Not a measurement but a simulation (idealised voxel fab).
Title: Process Module voxel ribs on slabs
Pictured: cross-section cut, 195 nm wide, on a grid of 5 nm square cells.
Cross-sections here: square-cell grids, written as top-down lists of bands, a band being one or more rows of cells. Within each band entry, the heights of the top and of the bottom of the band appear first, in that order and in nm; the materials of the band then follow from left to right, each with its corresponding width in nm. The designation "throughout" on a single material indicates that it fills the band from edge to edge; the designation "blank" indicates empty space. Height reference: 0 = level under which incoming wafer is all one material. Lowest band: no bottom, runs on downward, e.g. "z 0 and below". Width: "30 to 40" (first number = top row, second number = bottom row, same change from row to row of cells). Step marked "no modification"? Then no cell in the cross-section changed in it. The entry "Closed void list" lists the empty spaces that cover at least 8 cells and have no open path to the top. Each is written as width x height at distance, where the distance is measured from the left edge and all three values are in nm. On a step's line, text after the settings is the simulator commenting on that step. overlay nm: right-of-plan distance of the mask on a masked step; negative values mean left-of-plan. Pairs follow: section before one process step, section after it down to the lowest changed band, step with settings underneath. Pairs may come from different runs of this module on the same starting wafer; continuity with the pair above only as stated in the "Status before step" entry.

# Status before step
    z 0 and below | Si throughout
    Closed void list: none

# Step Result
    z 20 to 0 | SiO2 throughout
    Unchanged below 0.
    Closed void list: none
The transition between the preceding cross-sections is accomplished by DIRECTIONAL_DEP (material SiO2; thk nm 20)

Status before step: per the after cross-section of the pair just above.

# Step Result
    z 35 to 20 | polySi throughout
    Unchanged below 20.
    Closed void list: none
The transition between the preceding cross-sections is accomplished by DIRECTIONAL_DEP (material polySi; thk nm 15)

Status before step: per the after cross-section of the pair just above.

# Step Result
    z 35 to 30 | blank (90), polySi (15), blank (90)
    Unchanged below 30.
    Closed void list: none
The transition between the preceding cross-sections is accomplished by MASKED_ETCH (tone cover; mask id RIB; width nm 15; etch materials polySi; depth nm 5; overlay nm 0)

Status before step: per the after cross-section of the pair just above.

# Step Result
    z 50 to 45 | blank (90), aC (15), blank (90)
    z 45 to 35 | aC throughout
    z 35 to 30 | aC (90), polySi (15), aC (90)
    Unchanged below 30.
    Closed void list: none
The transition between the preceding cross-sections is accomplished by DIRECTIONAL_DEP (material aC; thk nm 15)

Status before step: per the after cross-section of the pair just above.

# Step Result
    z 85 to 50 | blank (70), resist (55), blank (70)
    z 50 to 45 | blank (70), resist (20), aC (15), resist (20), blank (70)
    Unchanged below 45.
    Closed void list: none
The transition between the preceding cross-sections is accomplished by PATTERN (tone cover; mask id SLAB; material resist; width nm 55; thk nm 35; overlay nm 0)

Status before step: per the after cross-section of the pair just above.

# Step Result
    z 70 to 50 | blank (70), resist (55), blank (70)
    z 50 to 45 | blank (70), resist (20), aC (15), resist (20), blank (70)
    z 45 to 35 | blank (70), aC (55), blank (70)
    z 35 to 30 | blank (70), aC (20), polySi (15), aC (20), blank (70)
    Unchanged below 30.
    Closed void list: none
The transition between the preceding cross-sections is accomplished by DIRECTIONAL_ETCH (etch materials aC; depth nm 15)

Status before step: per the after cross-section of the pair just above.

# Step Result
    z 50 to 45 | blank (90), aC (15), blank (90)
    Unchanged below 45.
    Closed void list: none
The transition between the preceding cross-sections is accomplished by STRIP (etch materials resist)

Status before step: per the after cross-section of the pair just above.

# Step Result
    z 50 to 45 | blank (90), aC (15), blank (90)
    z 45 to 35 | blank (70), aC (55), blank (70)
    z 35 to 30 | blank (70), aC (20), polySi (15), aC (20), blank (70)
    z 30 to 20 | blank (70), polySi (55), blank (70)
    Unchanged below 20.
    Closed void list: none
The transition between the preceding cross-sections is accomplished by DIRECTIONAL_ETCH (etch materials polySi; depth nm 10)

Status before step: per the after cross-section of the pair just above.

# Step Result
    z 35 to 30 | blank (90), polySi (15), blank (90)
    Unchanged below 30.
    Closed void list: none
The transition between the preceding cross-sections is accomplished by STRIP (etch materials aC)

Status before step: per the after cross-section of the pair just above.

# Step Result
    z 65 to 35 | SiO2 throughout
    z 35 to 30 | SiO2 (90), polySi (15), SiO2 (90)
    z 30 to 20 | SiO2 (70), polySi (55), SiO2 (70)
    Unchanged below 20.
    Closed void list: none
The transition between the preceding cross-sections is accomplished by FILL_DEP (material SiO2; thk nm 30)

Status before step: per the after cross-section of the pair just above.

# Step Result
    z 55 to 35 | SiO2 throughout
    Unchanged below 35.
    Closed void list: none
The transition between the preceding cross-sections is accomplished by CMP (height nm 55)

Status before step: per the after cross-section of the pair just above.

# Step Result
    z 60 to 55 | TiN throughout
    Unchanged below 55.
    Closed void list: none
The transition between the preceding cross-sections is accomplished by DIRECTIONAL_DEP (material TiN; thk nm 5)

Status before step: per the after cross-section of the pair just above.

# Step Result
    z 75 to 60 | aC throughout
    Unchanged below 60.
    Closed void list: none
The transition between the preceding cross-sections is accomplished by DIRECTIONAL_DEP (material aC; thk nm 15)

Status before step: per the after cross-section of the pair just above.

# Step Result
    z 105 to 75 | blank (85), resist (25), blank (85)
    Unchanged below 75.
    Closed void list: none
The transition between the preceding cross-sections is accomplished by PATTERN (tone cover; mask id HEATER; material resist; width nm 25; thk nm 30; overlay nm 0)

Status before step: per the after cross-section of the pair just above.

# Step Result
    z 90 to 75 | blank (85), resist (25), blank (85)
    z 75 to 60 | blank (85), aC (25), blank (85)
    Unchanged below 60.
    Closed void list: none
The transition between the preceding cross-sections is accomplished by DIRECTIONAL_ETCH (etch materials aC; depth nm 15)

Status before step: per the after cross-section of the pair just above.

# Step Result
    z 75 to 60 | blank (85), aC (25), blank (85)
    Unchanged below 60.
    Closed void list: none
The transition between the preceding cross-sections is accomplished by STRIP (etch materials resist)

Status before step: per the after cross-section of the pair just above.

# Step Result
    z 75 to 60 | blank (85), aC (25), blank (85)
    z 60 to 55 | blank (85), TiN (25), blank (85)
    Unchanged below 55.
    Closed void list: none
The transition between the preceding cross-sections is accomplished by DIRECTIONAL_ETCH (etch materials TiN; depth nm 5)

Status before step: per the after cross-section of the pair just above.

# Step Result
    z 60 to 55 | blank (85), TiN (25), blank (85)
    Unchanged below 55.
    Closed void list: none
The transition between the preceding cross-sections is accomplished by STRIP (etch materials aC)

Status before step: per the after cross-section of the pair just above.

# Step Result
    z 65 to 60 | blank (80), SiN (35), blank (80)
    z 60 to 55 | SiN (85), TiN (25), SiN (85)
    Unchanged below 55.
    Closed void list: none
The transition between the preceding cross-sections is accomplished by CONFORMAL_DEP (material SiN; thk nm 5)

# Status before step
    z 35 to 20 | polySi throughout
    z 20 to 0 | SiO2 throughout
    z 0 and below | Si throughout
    Closed void list: none

# Step Result
    z 50 to 20 | polySi throughout
    Unchanged below 20.
    Closed void list: none
The transition between the preceding cross-sections is accomplished by DIRECTIONAL_DEP (material polySi; thk nm 15)

Status before step: per the after cross-section of the pair just above.

# Step Result
    z 50 to 45 | blank (90), polySi (15), blank (90)
    Unchanged below 45.
    Closed void list: none
The transition between the preceding cross-sections is accomplished by MASKED_ETCH (tone cover; mask id RIB; width nm 15; etch materials polySi; depth nm 5; overlay nm 0)

Status before step: per the after cross-section of the pair just above.

# Step Result
    z 65 to 60 | blank (90), aC (15), blank (90)
    z 60 to 50 | aC throughout
    z 50 to 45 | aC (90), polySi (15), aC (90)
    Unchanged below 45.
    Closed void list: none
The transition between the preceding cross-sections is accomplished by DIRECTIONAL_DEP (material aC; thk nm 15)

Status before step: per the after cross-section of the pair just above.

# Step Result
    z 100 to 65 | blank (70), resist (55), blank (70)
    z 65 to 60 | blank (70), resist (20), aC (15), resist (20), blank (70)
    Unchanged below 60.
    Closed void list: none
The transition between the preceding cross-sections is accomplished by PATTERN (tone cover; mask id SLAB; material resist; width nm 55; thk nm 35; overlay nm 0)

Status before step: per the after cross-section of the pair just above.

# Step Result
    z 85 to 65 | blank (70), resist (55), blank (70)
    z 65 to 60 | blank (70), resist (20), aC (15), resist (20), blank (70)
    z 60 to 50 | blank (70), aC (55), blank (70)
    z 50 to 45 | blank (70), aC (20), polySi (15), aC (20), blank (70)
    Unchanged below 45.
    Closed void list: none
The transition between the preceding cross-sections is accomplished by DIRECTIONAL_ETCH (etch materials aC; depth nm 15)

Status before step: per the after cross-section of the pair just above.

# Step Result
    z 65 to 60 | blank (90), aC (15), blank (90)
    Unchanged below 60.
    Closed void list: none
The transition between the preceding cross-sections is accomplished by STRIP (etch materials resist)

Status before step: per the after cross-section of the pair just above.

# Step Result
    z 65 to 60 | blank (90), aC (15), blank (90)
    z 60 to 50 | blank (70), aC (55), blank (70)
    z 50 to 45 | blank (70), aC (20), polySi (15), aC (20), blank (70)
    z 45 to 35 | blank (70), polySi (55), blank (70)
    Unchanged below 35.
    Closed void list: none
The transition between the preceding cross-sections is accomplished by DIRECTIONAL_ETCH (etch materials polySi; depth nm 10)

Status before step: per the after cross-section of the pair just above.

# Step Result
    z 50 to 45 | blank (90), polySi (15), blank (90)
    Unchanged below 45.
    Closed void list: none
The transition between the preceding cross-sections is accomplished by STRIP (etch materials aC)

Status before step: per the after cross-section of the pair just above.

# Step Result
    z 80 to 50 | SiO2 throughout
    z 50 to 45 | SiO2 (90), polySi (15), SiO2 (90)
    z 45 to 35 | SiO2 (70), polySi (55), SiO2 (70)
    Unchanged below 35.
    Closed void list: none
The transition between the preceding cross-sections is accomplished by FILL_DEP (material SiO2; thk nm 30)

Status before step: per the after cross-section of the pair just above.

# Step Result
    z 55 to 50 | SiO2 throughout
    Unchanged below 50.
    Closed void list: none
The transition between the preceding cross-sections is accomplished by CMP (height nm 55)

Status before step: per the after cross-section of the pair just above.

# Step Result
    z 60 to 55 | TiN throughout
    Unchanged below 55.
    Closed void list: none
The transition between the preceding cross-sections is accomplished by DIRECTIONAL_DEP (material TiN; thk nm 5)

Status before step: per the after cross-section of the pair just above.

# Step Result
    z 75 to 60 | aC throughout
    Unchanged below 60.
    Closed void list: none
The transition between the preceding cross-sections is accomplished by DIRECTIONAL_DEP (material aC; thk nm 15)

Status before step: per the after cross-section of the pair just above.

# Step Result
    z 105 to 75 | blank (85), resist (25), blank (85)
    Unchanged below 75.
    Closed void list: none
The transition between the preceding cross-sections is accomplished by PATTERN (tone cover; mask id HEATER; material resist; width nm 25; thk nm 30; overlay nm 0)

Status before step: per the after cross-section of the pair just above.

# Step Result
    z 90 to 75 | blank (85), resist (25), blank (85)
    z 75 to 60 | blank (85), aC (25), blank (85)
    Unchanged below 60.
    Closed void list: none
The transition between the preceding cross-sections is accomplished by DIRECTIONAL_ETCH (etch materials aC; depth nm 15)

Status before step: per the after cross-section of the pair just above.

# Step Result
    z 75 to 60 | blank (85), aC (25), blank (85)
    Unchanged below 60.
    Closed void list: none
The transition between the preceding cross-sections is accomplished by STRIP (etch materials resist)

Status before step: per the after cross-section of the pair just above.

# Step Result
    z 75 to 60 | blank (85), aC (25), blank (85)
    z 60 to 55 | blank (85), TiN (25), blank (85)
    Unchanged below 55.
    Closed void list: none
The transition between the preceding cross-sections is accomplished by DIRECTIONAL_ETCH (etch materials TiN; depth nm 5)

Status before step: per the after cross-section of the pair just above.

# Step Result
    z 60 to 55 | blank (85), TiN (25), blank (85)
    Unchanged below 55.
    Closed void list: none
The transition between the preceding cross-sections is accomplished by STRIP (etch materials aC)

Status before step: per the after cross-section of the pair just above.

# Step Result
    z 65 to 60 | blank (80), SiN (35), blank (80)
    z 60 to 55 | SiN (85), TiN (25), SiN (85)
    Unchanged below 55.
    Closed void list: none
The transition between the preceding cross-sections is accomplished by CONFORMAL_DEP (material SiN; thk nm 5)

# Status before step
    z 0 and below | Si throughout
    Closed void list: none

# Step Result
    z 15 to 0 | polySi throughout
    Unchanged below 0.
    Closed void list: none
The transition between the preceding cross-sections is accomplished by DIRECTIONAL_DEP (material polySi; thk nm 15)

Status before step: per the after cross-section of the pair just above.

# Step Result
    z 35 to 15 | SiO2 throughout
    Unchanged below 15.
    Closed void list: none
The transition between the preceding cross-sections is accomplished by DIRECTIONAL_DEP (material SiO2; thk nm 20)

Status before step: per the after cross-section of the pair just above.

# Step Result
    z 50 to 35 | aC throughout
    Unchanged below 35.
    Closed void list: none
The transition between the preceding cross-sections is accomplished by DIRECTIONAL_DEP (material aC; thk nm 15)

Status before step: per the after cross-section of the pair just above.

# Step Result
    z 85 to 50 | blank (70), resist (55), blank (70)
    Unchanged below 50.
    Closed void list: none
The transition between the preceding cross-sections is accomplished by PATTERN (tone cover; mask id SLAB; material resist; width nm 55; thk nm 35; overlay nm 0)

Status before step: per the after cross-section of the pair just above.

# Step Result
    z 70 to 50 | blank (70), resist (55), blank (70)
    z 50 to 35 | blank (70), aC (55), blank (70)
    Unchanged below 35.
    Closed void list: none
The transition between the preceding cross-sections is accomplished by DIRECTIONAL_ETCH (etch materials aC; depth nm 15)

Status before step: per the after cross-section of the pair just above.

# Step Result
    z 50 to 35 | blank (70), aC (55), blank (70)
    Unchanged below 35.
    Closed void list: none
The transition between the preceding cross-sections is accomplished by STRIP (etch materials resist)

Status before step: per the after cross-section of the pair just above.

# Step Result
    z 35 to 15 | SiO2 throughout
    Unchanged below 15.
    Closed void list: none
The transition between the preceding cross-sections is accomplished by STRIP (etch materials aC)

Status before step: per the after cross-section of the pair just above.

# Step Result
    z 65 to 15 | SiO2 throughout
    Unchanged below 15.
    Closed void list: none
The transition between the preceding cross-sections is accomplished by FILL_DEP (material SiO2; thk nm 30)

Status before step: per the after cross-section of the pair just above.

# Step Result
    z 55 to 15 | SiO2 throughout
    Unchanged below 15.
    Closed void list: none
The transition between the preceding cross-sections is accomplished by CMP (height nm 55)

Status before step: per the after cross-section of the pair just above.

# Step Result
    z 60 to 55 | TiN throughout
    Unchanged below 55.
    Closed void list: none
The transition between the preceding cross-sections is accomplished by DIRECTIONAL_DEP (material TiN; thk nm 5)

Status before step: per the after cross-section of the pair just above.

# Step Result
    z 75 to 60 | aC throughout
    Unchanged below 60.
    Closed void list: none
The transition between the preceding cross-sections is accomplished by DIRECTIONAL_DEP (material aC; thk nm 15)

Status before step: per the after cross-section of the pair just above.

# Step Result
    z 105 to 75 | blank (85), resist (25), blank (85)
    Unchanged below 75.
    Closed void list: none
The transition between the preceding cross-sections is accomplished by PATTERN (tone cover; mask id HEATER; material resist; width nm 25; thk nm 30; overlay nm 0)

Status before step: per the after cross-section of the pair just above.

# Step Result
    z 90 to 75 | blank (85), resist (25), blank (85)
    z 75 to 60 | blank (85), aC (25), blank (85)
    Unchanged below 60.
    Closed void list: none
The transition between the preceding cross-sections is accomplished by DIRECTIONAL_ETCH (etch materials aC; depth nm 15)

Status before step: per the after cross-section of the pair just above.

# Step Result
    z 75 to 60 | blank (85), aC (25), blank (85)
    Unchanged below 60.
    Closed void list: none
The transition between the preceding cross-sections is accomplished by STRIP (etch materials resist)

Status before step: per the after cross-section of the pair just above.

# Step Result
    z 75 to 60 | blank (85), aC (25), blank (85)
    z 60 to 55 | blank (85), TiN (25), blank (85)
    Unchanged below 55.
    Closed void list: none
The transition between the preceding cross-sections is accomplished by DIRECTIONAL_ETCH (etch materials TiN; depth nm 5)

Status before step: per the after cross-section of the pair just above.

# Step Result
    z 60 to 55 | blank (85), TiN (25), blank (85)
    Unchanged below 55.
    Closed void list: none
The transition between the preceding cross-sections is accomplished by STRIP (etch materials aC)

Status before step: per the after cross-section of the pair just above.

# Step Result
    z 65 to 60 | blank (80), SiN (35), blank (80)
    z 60 to 55 | SiN (85), TiN (25), SiN (85)
    Unchanged below 55.
    Closed void list: none
The transition between the preceding cross-sections is accomplished by CONFORMAL_DEP (material SiN; thk nm 5)

# Status before step
    z 65 to 35 | SiO2 throughout
    z 35 to 30 | SiO2 (90), polySi (15), SiO2 (90)
    z 30 to 20 | SiO2 (70), polySi (55), SiO2 (70)
    z 20 to 0 | SiO2 throughout
    z 0 and below | Si throughout
    Closed void list: none

# Step Result
    z 45 to 35 | SiO2 throughout
    Unchanged below 35.
    Closed void list: none
The transition between the preceding cross-sections is accomplished by CMP (height nm 45)

Status before step: per the after cross-section of the pair just above.

# Step Result
    z 50 to 45 | TiN throughout
    Unchanged below 45.
    Closed void list: none
The transition between the preceding cross-sections is accomplished by DIRECTIONAL_DEP (material TiN; thk nm 5)

Status before step: per the after cross-section of the pair just above.

# Step Result
    z 65 to 50 | aC throughout
    Unchanged below 50.
    Closed void list: none
The transition between the preceding cross-sections is accomplished by DIRECTIONAL_DEP (material aC; thk nm 15)

Status before step: per the after cross-section of the pair just above.

# Step Result
    z 95 to 65 | blank (85), resist (25), blank (85)
    Unchanged below 65.
    Closed void list: none
The transition between the preceding cross-sections is accomplished by PATTERN (tone cover; mask id HEATER; material resist; width nm 25; thk nm 30; overlay nm 0)

Status before step: per the after cross-section of the pair just above.

# Step Result
    z 80 to 65 | blank (85), resist (25), blank (85)
    z 65 to 50 | blank (85), aC (25), blank (85)
    Unchanged below 50.
    Closed void list: none
The transition between the preceding cross-sections is accomplished by DIRECTIONAL_ETCH (etch materials aC; depth nm 15)

Status before step: per the after cross-section of the pair just above.

# Step Result
    z 65 to 50 | blank (85), aC (25), blank (85)
    Unchanged below 50.
    Closed void list: none
The transition between the preceding cross-sections is accomplished by STRIP (etch materials resist)

Status before step: per the after cross-section of the pair just above.

# Step Result
    z 65 to 50 | blank (85), aC (25), blank (85)
    z 50 to 45 | blank (85), TiN (25), blank (85)
    Unchanged below 45.
    Closed void list: none
The transition between the preceding cross-sections is accomplished by DIRECTIONAL_ETCH (etch materials TiN; depth nm 5)

Status before step: per the after cross-section of the pair just above.

# Step Result
    z 50 to 45 | blank (85), TiN (25), blank (85)
    Unchanged below 45.
    Closed void list: none
The transition between the preceding cross-sections is accomplished by STRIP (etch materials aC)

Status before step: per the after cross-section of the pair just above.

# Step Result
    z 55 to 50 | blank (80), SiN (35), blank (80)
    z 50 to 45 | SiN (85), TiN (25), SiN (85)
    Unchanged below 45.
    Closed void list: none
The transition between the preceding cross-sections is accomplished by CONFORMAL_DEP (material SiN; thk nm 5)

# Status before step
    z 50 to 45 | blank (90), aC (15), blank (90)
    z 45 to 35 | aC throughout
    z 35 to 30 | aC (90), polySi (15), aC (90)
    z 30 to 20 | polySi throughout
    z 20 to 0 | SiO2 throughout
    z 0 and below | Si throughout
    Closed void list: none

# Step Result
    z 85 to 50 | blank (70), resist (60), blank (65)
    z 50 to 45 | blank (70), resist (20), aC (15), resist (25), blank (65)
    Unchanged below 45.
    Closed void list: none
The transition between the preceding cross-sections is accomplished by PATTERN (tone cover; mask id SLAB; material resist; width nm 60; thk nm 35; overlay nm 0)

Status before step: per the after cross-section of the pair just above.

# Step Result
    z 70 to 50 | blank (70), resist (60), blank (65)
    z 50 to 45 | blank (70), resist (20), aC (15), resist (25), blank (65)
    z 45 to 35 | blank (70), aC (60), blank (65)
    z 35 to 30 | blank (70), aC (20), polySi (15), aC (25), blank (65)
    Unchanged below 30.
    Closed void list: none
The transition between the preceding cross-sections is accomplished by DIRECTIONAL_ETCH (etch materials aC; depth nm 15)

Status before step: per the after cross-section of the pair just above.

# Step Result
    z 50 to 45 | blank (90), aC (15), blank (90)
    Unchanged below 45.
    Closed void list: none
The transition between the preceding cross-sections is accomplished by STRIP (etch materials resist)

Status before step: per the after cross-section of the pair just above.

# Step Result
    z 50 to 45 | blank (90), aC (15), blank (90)
    z 45 to 35 | blank (70), aC (60), blank (65)
    z 35 to 30 | blank (70), aC (20), polySi (15), aC (25), blank (65)
    z 30 to 20 | blank (70), polySi (60), blank (65)
    Unchanged below 20.
    Closed void list: none
The transition between the preceding cross-sections is accomplished by DIRECTIONAL_ETCH (etch materials polySi; depth nm 10)

Status before step: per the after cross-section of the pair just above.

# Step Result
    z 35 to 30 | blank (90), polySi (15), blank (90)
    Unchanged below 30.
    Closed void list: none
The transition between the preceding cross-sections is accomplished by STRIP (etch materials aC)

Status before step: per the after cross-section of the pair just above.

# Step Result
    z 65 to 35 | SiO2 throughout
    z 35 to 30 | SiO2 (90), polySi (15), SiO2 (90)
    z 30 to 20 | SiO2 (70), polySi (60), SiO2 (65)
    Unchanged below 20.
    Closed void list: none
The transition between the preceding cross-sections is accomplished by FILL_DEP (material SiO2; thk nm 30)

Status before step: per the after cross-section of the pair just above.

# Step Result
    z 55 to 35 | SiO2 throughout
    Unchanged below 35.
    Closed void list: none
The transition between the preceding cross-sections is accomplished by CMP (height nm 55)

Status before step: per the after cross-section of the pair just above.

# Step Result
    z 60 to 55 | TiN throughout
    Unchanged below 55.
    Closed void list: none
The transition between the preceding cross-sections is accomplished by DIRECTIONAL_DEP (material TiN; thk nm 5)

Status before step: per the after cross-section of the pair just above.

# Step Result
    z 75 to 60 | aC throughout
    Unchanged below 60.
    Closed void list: none
The transition between the preceding cross-sections is accomplished by DIRECTIONAL_DEP (material aC; thk nm 15)

Status before step: per the after cross-section of the pair just above.

# Step Result
    z 105 to 75 | blank (85), resist (25), blank (85)
    Unchanged below 75.
    Closed void list: none
The transition between the preceding cross-sections is accomplished by PATTERN (tone cover; mask id HEATER; material resist; width nm 25; thk nm 30; overlay nm 0)

Status before step: per the after cross-section of the pair just above.

# Step Result
    z 90 to 75 | blank (85), resist (25), blank (85)
    z 75 to 60 | blank (85), aC (25), blank (85)
    Unchanged below 60.
    Closed void list: none
The transition between the preceding cross-sections is accomplished by DIRECTIONAL_ETCH (etch materials aC; depth nm 15)

Status before step: per the after cross-section of the pair just above.

# Step Result
    z 75 to 60 | blank (85), aC (25), blank (85)
    Unchanged below 60.
    Closed void list: none
The transition between the preceding cross-sections is accomplished by STRIP (etch materials resist)

Status before step: per the after cross-section of the pair just above.

# Step Result
    z 75 to 60 | blank (85), aC (25), blank (85)
    z 60 to 55 | blank (85), TiN (25), blank (85)
    Unchanged below 55.
    Closed void list: none
The transition between the preceding cross-sections is accomplished by DIRECTIONAL_ETCH (etch materials TiN; depth nm 5)

Status before step: per the after cross-section of the pair just above.

# Step Result
    z 60 to 55 | blank (85), TiN (25), blank (85)
    Unchanged below 55.
    Closed void list: none
The transition between the preceding cross-sections is accomplished by STRIP (etch materials aC)

Status before step: per the after cross-section of the pair just above.

# Step Result
    z 65 to 60 | blank (80), SiN (35), blank (80)
    z 60 to 55 | SiN (85), TiN (25), SiN (85)
    Unchanged below 55.
    Closed void list: none
The transition between the preceding cross-sections is accomplished by CONFORMAL_DEP (material SiN; thk nm 5)

# Status before step
    z 75 to 60 | aC throughout
    z 60 to 55 | TiN throughout
    z 55 to 35 | SiO2 throughout
    z 35 to 30 | SiO2 (90), polySi (15), SiO2 (90)
    z 30 to 20 | SiO2 (70), polySi (55), SiO2 (70)
    z 20 to 0 | SiO2 throughout
    z 0 and below | Si throughout
    Closed void list: none

# Step Result
    z 105 to 75 | blank (80), resist (25), blank (90)
    Unchanged below 75.
    Closed void list: none
The transition between the preceding cross-sections is accomplished by PATTERN (tone cover; mask id HEATER; material resist; width nm 25; thk nm 30; overlay nm -5)

Status before step: per the after cross-section of the pair just above.

# Step Result
    z 90 to 75 | blank (80), resist (25), blank (90)
    z 75 to 60 | blank (80), aC (25), blank (90)
    Unchanged below 60.
    Closed void list: none
The transition between the preceding cross-sections is accomplished by DIRECTIONAL_ETCH (etch materials aC; depth nm 15)

Status before step: per the after cross-section of the pair just above.

# Step Result
    z 75 to 60 | blank (80), aC (25), blank (90)
    Unchanged below 60.
    Closed void list: none
The transition between the preceding cross-sections is accomplished by STRIP (etch materials resist)

Status before step: per the after cross-section of the pair just above.

# Step Result
    z 75 to 60 | blank (80), aC (25), blank (90)
    z 60 to 55 | blank (80), TiN (25), blank (90)
    Unchanged below 55.
    Closed void list: none
The transition between the preceding cross-sections is accomplished by DIRECTIONAL_ETCH (etch materials TiN; depth nm 5)

Status before step: per the after cross-section of the pair just above.

# Step Result
    z 60 to 55 | blank (80), TiN (25), blank (90)
    Unchanged below 55.
    Closed void list: none
The transition between the preceding cross-sections is accomplished by STRIP (etch materials aC)

Status before step: per the after cross-section of the pair just above.

# Step Result
    z 65 to 60 | blank (75), SiN (35), blank (85)
    z 60 to 55 | SiN (80), TiN (25), SiN (90)
    Unchanged below 55.
    Closed void list: none
The transition between the preceding cross-sections is accomplished by CONFORMAL_DEP (material SiN; thk nm 5)

# Status before step
    z 55 to 35 | SiO2 throughout
    z 35 to 30 | SiO2 (90), polySi (15), SiO2 (90)
    z 30 to 20 | SiO2 (70), polySi (55), SiO2 (70)
    z 20 to 0 | SiO2 throughout
    z 0 and below | Si throughout
    Closed void list: none

# Step Result
    z 60 to 35 | SiO2 throughout
    Unchanged below 35.
    Closed void list: none
The transition between the preceding cross-sections is accomplished by DIRECTIONAL_DEP (material SiO2; thk nm 5)

Status before step: per the after cross-section of the pair just above.

# Step Result
    z 75 to 60 | aC throughout
    Unchanged below 60.
    Closed void list: none
The transition between the preceding cross-sections is accomplished by DIRECTIONAL_DEP (material aC; thk nm 15)

Status before step: per the after cross-section of the pair just above.

# Step Result
    z 105 to 75 | blank (85), resist (25), blank (85)
    Unchanged below 75.
    Closed void list: none
The transition between the preceding cross-sections is accomplished by PATTERN (tone cover; mask id HEATER; material resist; width nm 25; thk nm 30; overlay nm 0)

Status before step: per the after cross-section of the pair just above.

# Step Result
    z 90 to 75 | blank (85), resist (25), blank (85)
    z 75 to 60 | blank (85), aC (25), blank (85)
    Unchanged below 60.
    Closed void list: none
The transition between the preceding cross-sections is accomplished by DIRECTIONAL_ETCH (etch materials aC; depth nm 15)

Status before step: per the after cross-section of the pair just above.

# Step Result
    z 75 to 60 | blank (85), aC (25), blank (85)
    Unchanged below 60.
    Closed void list: none
The transition between the preceding cross-sections is accomplished by STRIP (etch materials resist)

Status before step: per the after cross-section of the pair just above.

# Step Result
    z 60 to 35 | SiO2 throughout
    Unchanged below 35.
    Closed void list: none
The transition between the preceding cross-sections is accomplished by STRIP (etch materials aC)

Status before step: per the after cross-section of the pair just above.

# Step Result
    z 65 to 60 | SiN throughout
    Unchanged below 60.
    Closed void list: none
The transition between the preceding cross-sections is accomplished by CONFORMAL_DEP (material SiN; thk nm 5)

# Status before step
    z 75 to 60 | aC throughout
    z 60 to 55 | TiN throughout
    z 55 to 35 | SiO2 throughout
    z 35 to 30 | SiO2 (90), polySi (15), SiO2 (90)
    z 30 to 20 | SiO2 (70), polySi (55), SiO2 (70)
    z 20 to 0 | SiO2 throughout
    z 0 and below | Si throughout
    Closed void list: none

# Step Result
    z 105 to 75 | resist (85), blank (25), resist (85)
    Unchanged below 75.
    Closed void list: none
The transition between the preceding cross-sections is accomplished by PATTERN (tone open; mask id HEATER; material resist; width nm 25; thk nm 30; overlay nm 0)

Status before step: per the after cross-section of the pair just above.

# Step Result
    z 90 to 75 | resist (85), blank (25), resist (85)
    z 75 to 60 | aC (85), blank (25), aC (85)
    Unchanged below 60.
    Closed void list: none
The transition between the preceding cross-sections is accomplished by DIRECTIONAL_ETCH (etch materials aC; depth nm 15)

Status before step: per the after cross-section of the pair just above.

# Step Result
    z 75 to 60 | aC (85), blank (25), aC (85)
    Unchanged below 60.
    Closed void list: none
The transition between the preceding cross-sections is accomplished by STRIP (etch materials resist)

Status before step: per the after cross-section of the pair just above.

# Step Result
    z 75 to 60 | aC (85), blank (25), aC (85)
    z 60 to 55 | TiN (85), blank (25), TiN (85)
    Unchanged below 55.
    Closed void list: none
The transition between the preceding cross-sections is accomplished by DIRECTIONAL_ETCH (etch materials TiN; depth nm 5)

Status before step: per the after cross-section of the pair just above.

# Step Result
    z 60 to 55 | TiN (85), blank (25), TiN (85)
    Unchanged below 55.
    Closed void list: none
The transition between the preceding cross-sections is accomplished by STRIP (etch materials aC)

Status before step: per the after cross-section of the pair just above.

# Step Result
    z 65 to 60 | SiN (90), blank (15), SiN (90)
    z 60 to 55 | TiN (85), SiN (25), TiN (85)
    Unchanged below 55.
    Closed void list: none
The transition between the preceding cross-sections is accomplished by CONFORMAL_DEP (material SiN; thk nm 5)
